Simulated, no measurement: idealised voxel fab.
Process module heading - voxel wiring stack
The cross-section shown here is cut; it is 210 nm wide and divided into square cells measuring 5 nm on a side.
When this document writes out a cross-section, it uses a grid of square cells and lists it as bands, beginning at the top and moving down, with a band standing for one or more rows of cells. Top height, bottom height, nm. Materials left to right, width each, nm. Single material + "edge to edge" = fills band edge to edge. "empty" = empty. It should be noted that heights are counted from 0, beneath which the wafer as supplied is of one material throughout, and that the lowest band possesses no lower boundary but continues downward, as written in "0..down". It should be noted that a width expressed as "30 to 40" varies in equal increments from row to row of cells within the band, taking the value of the first number at the top row and that of the second number at the bottom row. "no change" (step): cross-section cells unchanged, all of them. Enclosed voids (no open way to top), threshold 8 cells or more, entry "Enclosed void entries", notation width x height at distance, distance from left edge, nm. It should be noted that, on the line of a given step, the content following the step's settings is a remark produced by the simulator itself with respect to that step. The setting "overlay nm" may be written on the line of a step. When the step uses a mask, the value reports how far to the right of the planned place the mask lay, and a negative value reports that it lay to the left.
## Steps planned for the process
1) RECEIVE,material Si
2) CONFORMAL_DEP,material SiO2,thk nm 15
3) DIRECTIONAL_DEP,material TiN,thk nm 5
4) DIRECTIONAL_DEP,material Ru,thk nm 25
5) DIRECTIONAL_DEP,material aC,thk nm 15
6) PATTERN,tone cover,mask id METAL_1,material resist,width nm 30,pitch nm 55,thk nm 35,overlay nm 0
7) DIRECTIONAL_ETCH,etch materials aC,depth nm 15
8) STRIP,etch materials resist
9) DIRECTIONAL_ETCH,etch materials Ru,depth nm 25
10) DIRECTIONAL_ETCH,etch materials TiN,depth nm 5
11) STRIP,etch materials aC
12) CONFORMAL_DEP,material SiN,thk nm 5
13) FILL_DEP,material SiO2,thk nm 5
14) CMP,height nm 45
15) CONFORMAL_DEP,material SiCN,thk nm 5
16) DIRECTIONAL_DEP,material SiO2,thk nm 35
17) MASKED_ETCH,tone open,mask id METAL_2_HOLES,width nm 15,pitch nm 55,etch materials SiO2,depth nm 35,overlay nm 0
18) MASKED_ETCH,tone open,mask id METAL_2,width nm 30,pitch nm 55,etch materials SiO2,depth nm 20,overlay nm 0
19) MASKED_ETCH,tone open,mask id METAL_2,width nm 30,pitch nm 55,etch materials SiCN,depth nm 5,overlay nm 0
20) CONFORMAL_DEP,material TiN,thk nm 5
21) FILL_DEP,material Ru,thk nm 5
22) CMP,height nm 85
23) CONFORMAL_DEP,material SiCN,thk nm 5
24) DIRECTIONAL_DEP,material lowk,thk nm 15
25) PATTERN,tone open,mask id PLUG_2,material resist,width nm 15,thk nm 20,overlay nm 0
26) DIRECTIONAL_ETCH,etch materials lowk,depth nm 15
27) DIRECTIONAL_ETCH,etch materials SiCN,depth nm 5
28) STRIP,etch materials resist
29) EPI,material Ru,thk nm 10
30) EPI,material Ru,thk nm 10
31) DIRECTIONAL_DEP,material TiN,thk nm 5
32) DIRECTIONAL_DEP,material Ru,thk nm 15
33) MASKED_ETCH,tone cover,mask id METAL_3,width nm 30,pitch nm 55,etch materials Ru,depth nm 15,overlay nm 0
34) MASKED_ETCH,tone cover,mask id METAL_3,width nm 30,pitch nm 55,etch materials TiN,depth nm 5,overlay nm 0
35) CONFORMAL_DEP,material SiN,thk nm 5
36) FILL_DEP,material SiO2,thk nm 10
37) CMP,height nm 125
38) CONFORMAL_DEP,material SiN,thk nm 5
## Below: the first of two wafers, run as planned
## Cross-section of the wafer at receipt, which is the condition after step 1
	0..down  Si edge to edge
	Enclosed void entries: none
## Cross-section of the wafer after step 2
	15..0  SiO2 edge to edge
	Everything under 0 stays put, no change at all.
## Cross-section of the wafer after step 3
	20..15  TiN edge to edge
	Everything under 15 stays put, no change at all.
## Cross-section of the wafer after step 4
	45..20  Ru edge to edge
	Everything under 20 stays put, no change at all.
## Cross-section of the wafer after step 5
	60..45  aC edge to edge
	Everything under 45 stays put, no change at all.
## Cross-section of the wafer after step 6
	95..60  empty 60 / resist 30 / empty 25 / resist 30 / empty 65
	Everything under 60 stays put, no change at all.
## Cross-section of the wafer after step 7
	80..60  empty 60 / resist 30 / empty 25 / resist 30 / empty 65
	60..45  empty 60 / aC 30 / empty 25 / aC 30 / empty 65
	Everything under 45 stays put, no change at all.
## Cross-section of the wafer after step 8
	60..45  empty 60 / aC 30 / empty 25 / aC 30 / empty 65
	Everything under 45 stays put, no change at all.
## Cross-section of the wafer after step 9
	60..45  empty 60 / aC 30 / empty 25 / aC 30 / empty 65
	45..20  empty 60 / Ru 30 / empty 25 / Ru 30 / empty 65
	Everything under 20 stays put, no change at all.
## Cross-section of the wafer after step 10
	60..45  empty 60 / aC 30 / empty 25 / aC 30 / empty 65
	45..20  empty 60 / Ru 30 / empty 25 / Ru 30 / empty 65
	20..15  empty 60 / TiN 30 / empty 25 / TiN 30 / empty 65
	Everything under 15 stays put, no change at all.
## Cross-section of the wafer after step 11
	45..20  empty 60 / Ru 30 / empty 25 / Ru 30 / empty 65
	Everything under 20 stays put, no change at all.
## Cross-section of the wafer after step 12
	50..45  empty 55 / SiN 40 / empty 15 / SiN 40 / empty 60
	45..20  empty 55 / SiN 5 / Ru 30 / SiN 5 / empty 15 / SiN 5 / Ru 30 / SiN 5 / empty 60
	20..15  SiN 60 / TiN 30 / SiN 25 / TiN 30 / SiN 65
	Everything under 15 stays put, no change at all.
## Cross-section of the wafer after step 13
	55..50  SiO2 edge to edge
	50..45  SiO2 55 / SiN 40 / SiO2 15 / SiN 40 / SiO2 60
	45..20  SiO2 55 / SiN 5 / Ru 30 / SiN 5 / SiO2 15 / SiN 5 / Ru 30 / SiN 5 / SiO2 60
	Everything under 20 stays put, no change at all.
## Cross-section of the wafer after step 14
	45..20  SiO2 55 / SiN 5 / Ru 30 / SiN 5 / SiO2 15 / SiN 5 / Ru 30 / SiN 5 / SiO2 60
	Everything under 20 stays put, no change at all.
## Cross-section of the wafer after step 15
	50..45  SiCN edge to edge
	Everything under 45 stays put, no change at all.
## Cross-section of the wafer after step 16
	85..50  SiO2 edge to edge
	Everything under 50 stays put, no change at all.
## Cross-section of the wafer after step 17
	85..50  SiO2 60 / empty 15 / SiO2 40 / empty 15 / SiO2 80
	Everything under 50 stays put, no change at all.
## Cross-section of the wafer after step 18
	85..65  SiO2 60 / empty 30 / SiO2 25 / empty 30 / SiO2 65
	Everything under 65 stays put, no change at all.
## Cross-section of the wafer after step 19
	85..65  SiO2 60 / empty 30 / SiO2 25 / empty 30 / SiO2 65
	65..50  SiO2 60 / empty 15 / SiO2 40 / empty 15 / SiO2 80
	50..45  SiCN 60 / empty 15 / SiCN 40 / empty 15 / SiCN 80
	Everything under 45 stays put, no change at all.
## Cross-section of the wafer after step 20
	90..85  TiN 65 / empty 20 / TiN 35 / empty 20 / TiN 70
	85..70  SiO2 60 / TiN 5 / empty 20 / TiN 5 / SiO2 25 / TiN 5 / empty 20 / TiN 5 / SiO2 65
	70..65  SiO2 60 / TiN 5 / empty 5 / TiN 20 / SiO2 25 / TiN 5 / empty 5 / TiN 20 / SiO2 65
	65..50  SiO2 60 / TiN 5 / empty 5 / TiN 5 / SiO2 40 / TiN 5 / empty 5 / TiN 5 / SiO2 80
	50..45  SiCN 60 / TiN 15 / SiCN 40 / TiN 15 / SiCN 80
	Everything under 45 stays put, no change at all.
## Cross-section of the wafer after step 21
	95..90  Ru edge to edge
	90..85  TiN 65 / Ru 20 / TiN 35 / Ru 20 / TiN 70
	85..70  SiO2 60 / TiN 5 / Ru 20 / TiN 5 / SiO2 25 / TiN 5 / Ru 20 / TiN 5 / SiO2 65
	70..65  SiO2 60 / TiN 5 / Ru 5 / TiN 20 / SiO2 25 / TiN 5 / Ru 5 / TiN 20 / SiO2 65
	65..50  SiO2 60 / TiN 5 / Ru 5 / TiN 5 / SiO2 40 / TiN 5 / Ru 5 / TiN 5 / SiO2 80
	Everything under 50 stays put, no change at all.
## Cross-section of the wafer after step 22
	85..70  SiO2 60 / TiN 5 / Ru 20 / TiN 5 / SiO2 25 / TiN 5 / Ru 20 / TiN 5 / SiO2 65
	Everything under 70 stays put, no change at all.
## Cross-section of the wafer after step 23
	90..85  SiCN edge to edge
	Everything under 85 stays put, no change at all.
## Cross-section of the wafer after step 24
	105..90  lowk edge to edge
	Everything under 90 stays put, no change at all.
## Cross-section of the wafer after step 25
	125..105  resist 60 / empty 15 / resist 135
	Everything under 105 stays put, no change at all.
## Cross-section of the wafer after step 26
	125..105  resist 60 / empty 15 / resist 135
	105..90  lowk 60 / empty 15 / lowk 135
	Everything under 90 stays put, no change at all.
## Cross-section of the wafer after step 27
	125..105  resist 60 / empty 15 / resist 135
	105..90  lowk 60 / empty 15 / lowk 135
	90..85  SiCN 60 / empty 15 / SiCN 135
	Everything under 85 stays put, no change at all.
## Cross-section of the wafer after step 28
	105..90  lowk 60 / empty 15 / lowk 135
	Everything under 90 stays put, no change at all.
## Cross-section of the wafer after step 29
	105..95  lowk 60 / empty 15 / lowk 135
	95..90  lowk 60 / Ru 15 / lowk 135
	90..85  SiCN 60 / Ru 15 / SiCN 135
	Everything under 85 stays put, no change at all.
## Cross-section of the wafer after step 30
	105..90  lowk 60 / Ru 15 / lowk 135
	Everything under 90 stays put, no change at all.
## Cross-section of the wafer after step 31
	110..105  TiN edge to edge
	Everything under 105 stays put, no change at all.
## Cross-section of the wafer after step 32
	125..110  Ru edge to edge
	Everything under 110 stays put, no change at all.
## Cross-section of the wafer after step 33
	125..110  empty 60 / Ru 30 / empty 25 / Ru 30 / empty 65
	Everything under 110 stays put, no change at all.
## Cross-section of the wafer after step 34
	125..110  empty 60 / Ru 30 / empty 25 / Ru 30 / empty 65
	110..105  empty 60 / TiN 30 / empty 25 / TiN 30 / empty 65
	Everything under 105 stays put, no change at all.
## Cross-section of the wafer after step 35
	130..125  empty 55 / SiN 40 / empty 15 / SiN 40 / empty 60
	125..110  empty 55 / SiN 5 / Ru 30 / SiN 5 / empty 15 / SiN 5 / Ru 30 / SiN 5 / empty 60
	110..105  SiN 60 / TiN 30 / SiN 25 / TiN 30 / SiN 65
	Everything under 105 stays put, no change at all.
## Cross-section of the wafer after step 36
	140..130  SiO2 edge to edge
	130..125  SiO2 55 / SiN 40 / SiO2 15 / SiN 40 / SiO2 60
	125..110  SiO2 55 / SiN 5 / Ru 30 / SiN 5 / SiO2 15 / SiN 5 / Ru 30 / SiN 5 / SiO2 60
	Everything under 110 stays put, no change at all.
## Cross-section of the wafer after step 37
	125..110  SiO2 55 / SiN 5 / Ru 30 / SiN 5 / SiO2 15 / SiN 5 / Ru 30 / SiN 5 / SiO2 60
	Everything under 110 stays put, no change at all.
## Cross-section of the wafer after step 38
	130..125  SiN edge to edge
	Everything under 125 stays put, no change at all.
## Okay, second wafer. Nothing different at the start, nothing different in the plan, just one mistake somewhere in the running. As far as step 5, counting that step, it's the first wafer all over again
## Cross-section of the second wafer at the time step 6 of the plan should have ended
	95..60  resist 60 / empty 30 / resist 25 / empty 30 / resist 65
	Everything under 60 stays put, no change at all.
## Cross-section of the second wafer at the time step 7 of the plan should have ended
	80..60  resist 60 / empty 30 / resist 25 / empty 30 / resist 65
	60..45  aC 60 / empty 30 / aC 25 / empty 30 / aC 65
	Everything under 45 stays put, no change at all.
## Cross-section of the second wafer at the time step 8 of the plan should have ended
	60..45  aC 60 / empty 30 / aC 25 / empty 30 / aC 65
	Everything under 45 stays put, no change at all.
## Cross-section of the second wafer at the time step 9 of the plan should have ended
	60..45  aC 60 / empty 30 / aC 25 / empty 30 / aC 65
	45..20  Ru 60 / empty 30 / Ru 25 / empty 30 / Ru 65
	Everything under 20 stays put, no change at all.
## Cross-section of the second wafer at the time step 10 of the plan should have ended
	60..45  aC 60 / empty 30 / aC 25 / empty 30 / aC 65
	45..20  Ru 60 / empty 30 / Ru 25 / empty 30 / Ru 65
	20..15  TiN 60 / empty 30 / TiN 25 / empty 30 / TiN 65
	Everything under 15 stays put, no change at all.
## Cross-section of the second wafer at the time step 11 of the plan should have ended
	45..20  Ru 60 / empty 30 / Ru 25 / empty 30 / Ru 65
	Everything under 20 stays put, no change at all.
## Cross-section of the second wafer at the time step 12 of the plan should have ended
	50..45  SiN 65 / empty 20 / SiN 35 / empty 20 / SiN 70
	45..20  Ru 60 / SiN 5 / empty 20 / SiN 5 / Ru 25 / SiN 5 / empty 20 / SiN 5 / Ru 65
	20..15  TiN 60 / SiN 30 / TiN 25 / SiN 30 / TiN 65
	Everything under 15 stays put, no change at all.
## Cross-section of the second wafer at the time step 13 of the plan should have ended
	55..50  SiO2 edge to edge
	50..45  SiN 65 / SiO2 20 / SiN 35 / SiO2 20 / SiN 70
	45..20  Ru 60 / SiN 5 / SiO2 20 / SiN 5 / Ru 25 / SiN 5 / SiO2 20 / SiN 5 / Ru 65
	Everything under 20 stays put, no change at all.
## Cross-section of the second wafer at the time step 14 of the plan should have ended
	45..20  Ru 60 / SiN 5 / SiO2 20 / SiN 5 / Ru 25 / SiN 5 / SiO2 20 / SiN 5 / Ru 65
	Everything under 20 stays put, no change at all.
## Cross-section of the second wafer at the time step 15 of the plan should have ended
	50..45  SiCN edge to edge
	Everything under 45 stays put, no change at all.
## Cross-section of the second wafer at the time step 16 of the plan should have ended
	85..50  SiO2 edge to edge
	Everything under 50 stays put, no change at all.
## Cross-section of the second wafer at the time step 17 of the plan should have ended
	85..50  SiO2 60 / empty 15 / SiO2 40 / empty 15 / SiO2 80
	Everything under 50 stays put, no change at all.
## Cross-section of the second wafer at the time step 18 of the plan should have ended
	85..65  SiO2 60 / empty 30 / SiO2 25 / empty 30 / SiO2 65
	Everything under 65 stays put, no change at all.
## Cross-section of the second wafer at the time step 19 of the plan should have ended
	85..65  SiO2 60 / empty 30 / SiO2 25 / empty 30 / SiO2 65
	65..50  SiO2 60 / empty 15 / SiO2 40 / empty 15 / SiO2 80
	50..45  SiCN 60 / empty 15 / SiCN 40 / empty 15 / SiCN 80
	Everything under 45 stays put, no change at all.
## Cross-section of the second wafer at the time step 20 of the plan should have ended
	90..85  TiN 65 / empty 20 / TiN 35 / empty 20 / TiN 70
	85..70  SiO2 60 / TiN 5 / empty 20 / TiN 5 / SiO2 25 / TiN 5 / empty 20 / TiN 5 / SiO2 65
	70..65  SiO2 60 / TiN 5 / empty 5 / TiN 20 / SiO2 25 / TiN 5 / empty 5 / TiN 20 / SiO2 65
	65..50  SiO2 60 / TiN 5 / empty 5 / TiN 5 / SiO2 40 / TiN 5 / empty 5 / TiN 5 / SiO2 80
	50..45  SiCN 60 / TiN 15 / SiCN 40 / TiN 15 / SiCN 80
	Everything under 45 stays put, no change at all.
## Cross-section of the second wafer at the time step 21 of the plan should have ended
	95..90  Ru edge to edge
	90..85  TiN 65 / Ru 20 / TiN 35 / Ru 20 / TiN 70
	85..70  SiO2 60 / TiN 5 / Ru 20 / TiN 5 / SiO2 25 / TiN 5 / Ru 20 / TiN 5 / SiO2 65
	70..65  SiO2 60 / TiN 5 / Ru 5 / TiN 20 / SiO2 25 / TiN 5 / Ru 5 / TiN 20 / SiO2 65
	65..50  SiO2 60 / TiN 5 / Ru 5 / TiN 5 / SiO2 40 / TiN 5 / Ru 5 / TiN 5 / SiO2 80
	Everything under 50 stays put, no change at all.
## Cross-section of the second wafer at the time step 22 of the plan should have ended
	85..70  SiO2 60 / TiN 5 / Ru 20 / TiN 5 / SiO2 25 / TiN 5 / Ru 20 / TiN 5 / SiO2 65
	Everything under 70 stays put, no change at all.
## Cross-section of the second wafer at the time step 23 of the plan should have ended
	90..85  SiCN edge to edge
	Everything under 85 stays put, no change at all.
## Cross-section of the second wafer at the time step 24 of the plan should have ended
	105..90  lowk edge to edge
	Everything under 90 stays put, no change at all.
## Cross-section of the second wafer at the time step 25 of the plan should have ended
	125..105  resist 60 / empty 15 / resist 135
	Everything under 105 stays put, no change at all.
## Cross-section of the second wafer at the time step 26 of the plan should have ended
	125..105  resist 60 / empty 15 / resist 135
	105..90  lowk 60 / empty 15 / lowk 135
	Everything under 90 stays put, no change at all.
## Cross-section of the second wafer at the time step 27 of the plan should have ended
	125..105  resist 60 / empty 15 / resist 135
	105..90  lowk 60 / empty 15 / lowk 135
	90..85  SiCN 60 / empty 15 / SiCN 135
	Everything under 85 stays put, no change at all.
## Cross-section of the second wafer at the time step 28 of the plan should have ended
	105..90  lowk 60 / empty 15 / lowk 135
	Everything under 90 stays put, no change at all.
## Cross-section of the second wafer at the time step 29 of the plan should have ended
	105..95  lowk 60 / empty 15 / lowk 135
	95..90  lowk 60 / Ru 15 / lowk 135
	90..85  SiCN 60 / Ru 15 / SiCN 135
	Everything under 85 stays put, no change at all.
## Cross-section of the second wafer at the time step 30 of the plan should have ended
	105..90  lowk 60 / Ru 15 / lowk 135
	Everything under 90 stays put, no change at all.
## Cross-section of the second wafer at the time step 31 of the plan should have ended
	110..105  TiN edge to edge
	Everything under 105 stays put, no change at all.
## Cross-section of the second wafer at the time step 32 of the plan should have ended
	125..110  Ru edge to edge
	Everything under 110 stays put, no change at all.
## Cross-section of the second wafer at the time step 33 of the plan should have ended
	125..110  empty 60 / Ru 30 / empty 25 / Ru 30 / empty 65
	Everything under 110 stays put, no change at all.
## Cross-section of the second wafer at the time step 34 of the plan should have ended
	125..110  empty 60 / Ru 30 / empty 25 / Ru 30 / empty 65
	110..105  empty 60 / TiN 30 / empty 25 / TiN 30 / empty 65
	Everything under 105 stays put, no change at all.
## Cross-section of the second wafer at the time step 35 of the plan should have ended
	130..125  empty 55 / SiN 40 / empty 15 / SiN 40 / empty 60
	125..110  empty 55 / SiN 5 / Ru 30 / SiN 5 / empty 15 / SiN 5 / Ru 30 / SiN 5 / empty 60
	110..105  SiN 60 / TiN 30 / SiN 25 / TiN 30 / SiN 65
	Everything under 105 stays put, no change at all.
## Cross-section of the second wafer at the time step 36 of the plan should have ended
	140..130  SiO2 edge to edge
	130..125  SiO2 55 / SiN 40 / SiO2 15 / SiN 40 / SiO2 60
	125..110  SiO2 55 / SiN 5 / Ru 30 / SiN 5 / SiO2 15 / SiN 5 / Ru 30 / SiN 5 / SiO2 60
	Everything under 110 stays put, no change at all.
## Cross-section of the second wafer at the time step 37 of the plan should have ended
	125..110  SiO2 55 / SiN 5 / Ru 30 / SiN 5 / SiO2 15 / SiN 5 / Ru 30 / SiN 5 / SiO2 60
	Everything under 110 stays put, no change at all.
## Cross-section of the second wafer at the time step 38 of the plan should have ended
	130..125  SiN edge to edge
	Everything under 125 stays put, no change at all.
In executing the process, a mistake was made relative to the plan: planned and actual differ for step 6; actual: PATTERN,tone open,mask id METAL_1,material resist,width nm 30,pitch nm 55,thk nm 35,overlay nm 0
Final comparison by cell count, materials where the second wafer has more or fewer than the first: Ru +90, SiN -18, SiO2 -90, TiN +18
